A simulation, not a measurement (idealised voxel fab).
Process module, titled voxel gate over fins
It is cross-section cut that appears here, measuring 175 nm in width, its square cells being 5 nm in size.
If you're reading a cross-section in this doc, picture square cells in a grid; it comes to you as bands, top ones listed first down to the bottom, and a band can be one or more rows of cells. Heads up on the band format: heights come first, top then bottom, in nm. After that it's the materials left to right, each with its width in nm. A single material flagged "throughout" fills the whole band edge to edge, and "blank" means there's empty space there. Zero point of the height axis is 0; under it, received wafer = one material. Lowest band: continues down indefinitely, "0..down". A width given as "30 to 40" starts at the first number in the band's top row and ends at the second number in its bottom row, shifting by an equal amount at every step from row to row. The cross-section has no changed cell in any step marked "changes: none". "Voids lacking openings": sealed empty spaces, 8 cells or more, no open way to top, listed width x height at distance, with distance from the left edge and width, height and distance in nm. That trailing text on a step's line, after the settings, is the simulator's own remark on the step. "overlay nm", when on a step's line for a step with a mask, measures how far to the right of its planned place the mask lay; a negative measure means to the left.
Steps in the process plan:
1: op RECEIVE | material Si
2: op CONFORMAL_DEP | material SiN | thk nm 5
3: op DIRECTIONAL_DEP | material aC | thk nm 10
4: op PATTERN | tone cover | mask id FINS | material resist | width nm 15 | pitch nm 40 | thk nm 25 | overlay nm 0
5: op DIRECTIONAL_ETCH | etch materials aC | depth nm 10
6: op STRIP | etch materials resist
7: op DIRECTIONAL_ETCH | etch materials SiN | depth nm 5
8: op DIRECTIONAL_ETCH | etch materials Si | depth nm 40
9: op STRIP | etch materials aC
10: op FILL_DEP | material SiO2 | thk nm 5
11: op CMP | height nm 5
12: op SELECTIVE_ETCH | etch materials SiO2 | depth nm 20
13: op STRIP | etch materials SiN
14: op CONFORMAL_DEP | material HfO2 | thk nm 5
15: op CONFORMAL_DEP | material TiN | thk nm 5
16: op FILL_DEP | material W | thk nm 15
17: op CMP | height nm 20
18: op CONFORMAL_DEP | material SiN | thk nm 5
Wafer, first of two, run as planned:
Received-state cross-section, reflecting completion of step 1:
> 0..down | Si throughout
> Voids lacking openings: none
Cross-section of the wafer subsequent to step 2:
> 5..0 | SiN throughout
> Everything below 0 is unchanged.
Cross-section of the wafer subsequent to step 3:
> 15..5 | aC throughout
> Everything below 5 is unchanged.
Cross-section of the wafer subsequent to step 4:
> 40..15 | blank: 20, resist: 15, blank: 25, resist: 15, blank: 25, resist: 15, blank: 25, resist: 15, blank: 20
> Everything below 15 is unchanged.
Cross-section of the wafer subsequent to step 5:
> 30..15 | blank: 20, resist: 15, blank: 25, resist: 15, blank: 25, resist: 15, blank: 25, resist: 15, blank: 20
> 15..5 | blank: 20, aC: 15, blank: 25, aC: 15, blank: 25, aC: 15, blank: 25, aC: 15, blank: 20
> Everything below 5 is unchanged.
Cross-section of the wafer subsequent to step 6:
> 15..5 | blank: 20, aC: 15, blank: 25, aC: 15, blank: 25, aC: 15, blank: 25, aC: 15, blank: 20
> Everything below 5 is unchanged.
Cross-section of the wafer subsequent to step 7:
> 15..5 | blank: 20, aC: 15, blank: 25, aC: 15, blank: 25, aC: 15, blank: 25, aC: 15, blank: 20
> 5..0 | blank: 20, SiN: 15, blank: 25, SiN: 15, blank: 25, SiN: 15, blank: 25, SiN: 15, blank: 20
> Everything below 0 is unchanged.
Cross-section of the wafer subsequent to step 8:
> 15..5 | blank: 20, aC: 15, blank: 25, aC: 15, blank: 25, aC: 15, blank: 25, aC: 15, blank: 20
> 5..0 | blank: 20, SiN: 15, blank: 25, SiN: 15, blank: 25, SiN: 15, blank: 25, SiN: 15, blank: 20
> 0..-40 | blank: 20, Si: 15, blank: 25, Si: 15, blank: 25, Si: 15, blank: 25, Si: 15, blank: 20
> Everything below -40 is unchanged.
Cross-section of the wafer subsequent to step 9:
> 5..0 | blank: 20, SiN: 15, blank: 25, SiN: 15, blank: 25, SiN: 15, blank: 25, SiN: 15, blank: 20
> Everything below 0 is unchanged.
Cross-section of the wafer subsequent to step 10:
> 10..5 | SiO2 throughout
> 5..0 | SiO2: 20, SiN: 15, SiO2: 25, SiN: 15, SiO2: 25, SiN: 15, SiO2: 25, SiN: 15, SiO2: 20
> 0..-40 | SiO2: 20, Si: 15, SiO2: 25, Si: 15, SiO2: 25, Si: 15, SiO2: 25, Si: 15, SiO2: 20
> Everything below -40 is unchanged.
Cross-section of the wafer subsequent to step 11:
> 5..0 | SiO2: 20, SiN: 15, SiO2: 25, SiN: 15, SiO2: 25, SiN: 15, SiO2: 25, SiN: 15, SiO2: 20
> Everything below 0 is unchanged.
Cross-section of the wafer subsequent to step 12:
> 5..0 | blank: 20, SiN: 15, blank: 25, SiN: 15, blank: 25, SiN: 15, blank: 25, SiN: 15, blank: 20
> 0..-15 | blank: 20, Si: 15, blank: 25, Si: 15, blank: 25, Si: 15, blank: 25, Si: 15, blank: 20
> Everything below -15 is unchanged.
Cross-section of the wafer subsequent to step 13:
> 0..-15 | blank: 20, Si: 15, blank: 25, Si: 15, blank: 25, Si: 15, blank: 25, Si: 15, blank: 20
> Everything below -15 is unchanged.
Cross-section of the wafer subsequent to step 14:
> 5..0 | blank: 15, HfO2: 25, blank: 15, HfO2: 25, blank: 15, HfO2: 25, blank: 15, HfO2: 25, blank: 15
> 0..-10 | blank: 15, HfO2: 5, Si: 15, HfO2: 5, blank: 15, HfO2: 5, Si: 15, HfO2: 5, blank: 15, HfO2: 5, Si: 15, HfO2: 5, blank: 15, HfO2: 5, Si: 15, HfO2: 5, blank: 15
> -10..-15 | HfO2: 20, Si: 15, HfO2: 25, Si: 15, HfO2: 25, Si: 15, HfO2: 25, Si: 15, HfO2: 20
> Everything below -15 is unchanged.
Cross-section of the wafer subsequent to step 15:
> 10..5 | blank: 10, TiN: 35, blank: 5, TiN: 35, blank: 5, TiN: 35, blank: 5, TiN: 35, blank: 10
> 5..0 | blank: 10, TiN: 5, HfO2: 25, TiN: 5, blank: 5, TiN: 5, HfO2: 25, TiN: 5, blank: 5, TiN: 5, HfO2: 25, TiN: 5, blank: 5, TiN: 5, HfO2: 25, TiN: 5, blank: 10
> 0..-5 | blank: 10, TiN: 5, HfO2: 5, Si: 15, HfO2: 5, TiN: 5, blank: 5, TiN: 5, HfO2: 5, Si: 15, HfO2: 5, TiN: 5, blank: 5, TiN: 5, HfO2: 5, Si: 15, HfO2: 5, TiN: 5, blank: 5, TiN: 5, HfO2: 5, Si: 15, HfO2: 5, TiN: 5, blank: 10
> -5..-10 | TiN: 15, HfO2: 5, Si: 15, HfO2: 5, TiN: 15, HfO2: 5, Si: 15, HfO2: 5, TiN: 15, HfO2: 5, Si: 15, HfO2: 5, TiN: 15, HfO2: 5, Si: 15, HfO2: 5, TiN: 15
> Everything below -10 is unchanged.
Cross-section of the wafer subsequent to step 16:
> 25..10 | W throughout
> 10..5 | W: 10, TiN: 35, W: 5, TiN: 35, W: 5, TiN: 35, W: 5, TiN: 35, W: 10
> 5..0 | W: 10, TiN: 5, HfO2: 25, TiN: 5, W: 5, TiN: 5, HfO2: 25, TiN: 5, W: 5, TiN: 5, HfO2: 25, TiN: 5, W: 5, TiN: 5, HfO2: 25, TiN: 5, W: 10
> 0..-5 | W: 10, TiN: 5, HfO2: 5, Si: 15, HfO2: 5, TiN: 5, W: 5, TiN: 5, HfO2: 5, Si: 15, HfO2: 5, TiN: 5, W: 5, TiN: 5, HfO2: 5, Si: 15, HfO2: 5, TiN: 5, W: 5, TiN: 5, HfO2: 5, Si: 15, HfO2: 5, TiN: 5, W: 10
> Everything below -5 is unchanged.
Cross-section of the wafer subsequent to step 17:
> 20..10 | W throughout
> Everything below 10 is unchanged.
Cross-section of the wafer subsequent to step 18:
> 25..20 | SiN throughout
> Everything below 20 is unchanged.
The second wafer was prepared from the same starting point and under the same plan as the first; its processing contained one mistake, and it remains indistinguishable from the first wafer up to and including step 3:
Second wafer, cut view, end of step 4 per plan:
> 40..15 | resist: 20, blank: 15, resist: 25, blank: 15, resist: 25, blank: 15, resist: 25, blank: 15, resist: 20
> Everything below 15 is unchanged.
Second wafer, cut view, end of step 5 per plan:
> 30..15 | resist: 20, blank: 15, resist: 25, blank: 15, resist: 25, blank: 15, resist: 25, blank: 15, resist: 20
> 15..5 | aC: 20, blank: 15, aC: 25, blank: 15, aC: 25, blank: 15, aC: 25, blank: 15, aC: 20
> Everything below 5 is unchanged.
Second wafer, cut view, end of step 6 per plan:
> 15..5 | aC: 20, blank: 15, aC: 25, blank: 15, aC: 25, blank: 15, aC: 25, blank: 15, aC: 20
> Everything below 5 is unchanged.
Second wafer, cut view, end of step 7 per plan:
> 15..5 | aC: 20, blank: 15, aC: 25, blank: 15, aC: 25, blank: 15, aC: 25, blank: 15, aC: 20
> 5..0 | SiN: 20, blank: 15, SiN: 25, blank: 15, SiN: 25, blank: 15, SiN: 25, blank: 15, SiN: 20
> Everything below 0 is unchanged.
Second wafer, cut view, end of step 8 per plan:
> 15..5 | aC: 20, blank: 15, aC: 25, blank: 15, aC: 25, blank: 15, aC: 25, blank: 15, aC: 20
> 5..0 | SiN: 20, blank: 15, SiN: 25, blank: 15, SiN: 25, blank: 15, SiN: 25, blank: 15, SiN: 20
> 0..-40 | Si: 20, blank: 15, Si: 25, blank: 15, Si: 25, blank: 15, Si: 25, blank: 15, Si: 20
> Everything below -40 is unchanged.
Second wafer, cut view, end of step 9 per plan:
> 5..0 | SiN: 20, blank: 15, SiN: 25, blank: 15, SiN: 25, blank: 15, SiN: 25, blank: 15, SiN: 20
> Everything below 0 is unchanged.
Second wafer, cut view, end of step 10 per plan:
> 10..5 | SiO2 throughout
> 5..0 | SiN: 20, SiO2: 15, SiN: 25, SiO2: 15, SiN: 25, SiO2: 15, SiN: 25, SiO2: 15, SiN: 20
> 0..-40 | Si: 20, SiO2: 15, Si: 25, SiO2: 15, Si: 25, SiO2: 15, Si: 25, SiO2: 15, Si: 20
> Everything below -40 is unchanged.
Second wafer, cut view, end of step 11 per plan:
> 5..0 | SiN: 20, SiO2: 15, SiN: 25, SiO2: 15, SiN: 25, SiO2: 15, SiN: 25, SiO2: 15, SiN: 20
> Everything below 0 is unchanged.
Second wafer, cut view, end of step 12 per plan:
> 5..0 | SiN: 20, blank: 15, SiN: 25, blank: 15, SiN: 25, blank: 15, SiN: 25, blank: 15, SiN: 20
> 0..-15 | Si: 20, blank: 15, Si: 25, blank: 15, Si: 25, blank: 15, Si: 25, blank: 15, Si: 20
> Everything below -15 is unchanged.
Second wafer, cut view, end of step 13 per plan:
> 0..-15 | Si: 20, blank: 15, Si: 25, blank: 15, Si: 25, blank: 15, Si: 25, blank: 15, Si: 20
> Everything below -15 is unchanged.
Second wafer, cut view, end of step 14 per plan:
> 5..0 | HfO2: 25, blank: 5, HfO2: 35, blank: 5, HfO2: 35, blank: 5, HfO2: 35, blank: 5, HfO2: 25
> 0..-10 | Si: 20, HfO2: 5, blank: 5, HfO2: 5, Si: 25, HfO2: 5, blank: 5, HfO2: 5, Si: 25, HfO2: 5, blank: 5, HfO2: 5, Si: 25, HfO2: 5, blank: 5, HfO2: 5, Si: 20
> -10..-15 | Si: 20, HfO2: 15, Si: 25, HfO2: 15, Si: 25, HfO2: 15, Si: 25, HfO2: 15, Si: 20
> Everything below -15 is unchanged.
Second wafer, cut view, end of step 15 per plan:
> 10..5 | TiN throughout
> 5..0 | HfO2: 25, TiN: 5, HfO2: 35, TiN: 5, HfO2: 35, TiN: 5, HfO2: 35, TiN: 5, HfO2: 25
> 0..-10 | Si: 20, HfO2: 5, TiN: 5, HfO2: 5, Si: 25, HfO2: 5, TiN: 5, HfO2: 5, Si: 25, HfO2: 5, TiN: 5, HfO2: 5, Si: 25, HfO2: 5, TiN: 5, HfO2: 5, Si: 20
> Everything below -10 is unchanged.
Second wafer, cut view, end of step 16 per plan:
> 25..10 | W throughout
> Everything below 10 is unchanged.
Second wafer, cut view, end of step 17 per plan:
> 20..10 | W throughout
> Everything below 10 is unchanged.
Second wafer, cut view, end of step 18 per plan:
> 25..20 | SiN throughout
> Everything below 20 is unchanged.
What was the processing mistake? not per plan at step 4, really ran op PATTERN | tone open | mask id FINS | material resist | width nm 15 | pitch nm 40 | thk nm 25 | overlay nm 0
Final difference in cells, second wafer against first, listed per material as more or fewer: 88 more of Si; 55 fewer of SiO2; 12 fewer of TiN; 21 fewer of W
